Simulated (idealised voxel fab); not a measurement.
Presented below is a process module, voxel lift off.
Square cells of 5 nm make up the cross-section cut, whose width is 285 nm.
In this document a cross-section is written as a grid of square cells. It is given as a series of bands, listed from the top down, and a band is one or more rows of cells.
Top height, bottom height, nm. Materials left to right, width each, nm. Single material + "all across" = fills band edge to edge. "blank" = empty.
Measure heights from 0. That's the level where, below it, the as-received wafer is all one material. The lowest band is bottomless and extends downward; write it as in "z 0 and below".
You'd read "30 to 40" like this: the band's top row of cells is as wide as the first number, its bottom row is as wide as the second, and going down, every row changes width by the same amount as the row before did.
Basically "no modification" means that step didn't change any cell in the cross-section.
If an empty space has no open way to the top and is at least 8 cells in size, "Sealed internal cavities" lists it, written width x height at distance, where distance is measured from the left edge and every value is in nm.
It should be noted that, on the line of a given step, the content following the step's settings is a remark produced by the simulator itself with respect to that step.
The setting "overlay nm" may be written on the line of a step. When the step uses a mask, the value reports how far to the right of the planned place the mask lay, and a negative value reports that it lay to the left.
-- Steps planned for the process
1 RECEIVE: material Si
2 CONFORMAL_DEP: material Al2O3, thk nm 15
3 PATTERN: tone open, mask id LINES, material resist, width nm 20, pitch nm 40, thk nm 30, overlay nm 0
4 DIRECTIONAL_DEP: material Ru, thk nm 15
5 STRIP: etch materials resist
6 CONFORMAL_DEP: material SiO2, thk nm 5
-- As received (post step 1): cross-section
* z 0 and below: Si all across
* Sealed internal cavities: none
-- Module complete, cross-section. Starting point and plan per above. One mistake made in running the module
* z 40 to 35: blank: 65; SiO2: 30; blank: 10; SiO2: 30; blank: 10; SiO2: 30; blank: 10; SiO2: 30; blank: 70
* z 35 to 20: blank: 65; SiO2: 5; Ru: 20; SiO2: 5; blank: 10; SiO2: 5; Ru: 20; SiO2: 5; blank: 10; SiO2: 5; Ru: 20; SiO2: 5; blank: 10; SiO2: 5; Ru: 20; SiO2: 5; blank: 70
* z 20 to 15: SiO2: 70; Ru: 20; SiO2: 20; Ru: 20; SiO2: 20; Ru: 20; SiO2: 20; Ru: 20; SiO2: 75
* z 15 to 0: Al2O3 all across
* z 0 and below: Si all across
* Sealed internal cavities: none
It is concluded that the wafer was processed incorrectly with respect to the plan, in that so step 4 ended up running with a different setting than we planned, it ran as DIRECTIONAL_DEP: material Ru, thk nm 20
